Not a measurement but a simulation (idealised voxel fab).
The document below concerns the process module designated voxel double patterning.
The figure presents cross-section cut, which has a width of 220 nm and is divided into square cells with an edge length of 5 nm.
A cross-section is a grid of square cells, given in bands from the top down. A band is one or more rows of cells.
Look at the band entry: it leads with the top's height and the bottom's height in nm. Then it lists the materials left to right, with a width in nm for each. The word "throughout" on a single material says that material fills the band edge to edge. The word "air" is empty space.
Measure heights from 0. That's the level where, below it, the as-received wafer is all one material. The lowest band is bottomless and extends downward; write it as in "from 0 down".
You'd read "30 to 40" like this: the band's top row of cells is as wide as the first number, its bottom row is as wide as the second, and going down, every row changes width by the same amount as the row before did.
For the purposes of this document, the phrase "left unchanged" attached to a step denotes that no cell within the cross-section was modified by that step.
"Internal closed voids" contains a list of empty spaces, each no smaller than 8 cells and without an open way to the top, written in the form width x height at distance with the distance from the left edge and all three in nm.
Anything after a step's settings on that line? It's the simulator's own note about the step.
overlay nm, on a step with a mask: how far to the right of its planned place the mask lay; to the left if negative
Process steps (planned)
step 1: RECEIVE: material Si
step 2: CONFORMAL_DEP: material SiO2, thk nm 10
step 3: DIRECTIONAL_DEP: material TiN, thk nm 20
step 4: DIRECTIONAL_DEP: material SiN, thk nm 10
step 5: PATTERN: tone open, mask id FIRST, material resist, width nm 15, pitch nm 50, thk nm 15, overlay nm 0
step 6: DIRECTIONAL_ETCH: etch materials SiN, depth nm 10
step 7: STRIP: etch materials resist
step 8: DIRECTIONAL_DEP: material aC, thk nm 15
step 9: PATTERN: tone open, mask id SECOND, material resist, width nm 15, thk nm 35, overlay nm 0
step 10: DIRECTIONAL_ETCH: etch materials aC, depth nm 15
step 11: STRIP: etch materials resist
step 12: DIRECTIONAL_ETCH: etch materials SiN, depth nm 10
step 13: STRIP: etch materials aC
step 14: DIRECTIONAL_ETCH: etch materials TiN, depth nm 20
step 15: STRIP: etch materials SiN
Here's what the wafer looked like in cross-section when it arrived - that's after step 1
	from 0 down  Si throughout
	Internal closed voids: none
Same starting wafer, same plan as above, one mistake in the execution; this is the cross-section at the end of the module
	from 25 to 5  TiN: 75  air: 15  TiN: 10  air: 15  TiN: 10  air: 15  TiN: 80
	from 5 to 0  SiO2 throughout
	from 0 down  Si throughout
	Internal closed voids: none
Plan not followed: it should be noted that step 2 was executed with settings other than those planned, the operation and settings actually applied being CONFORMAL_DEP: material SiO2, thk nm 5
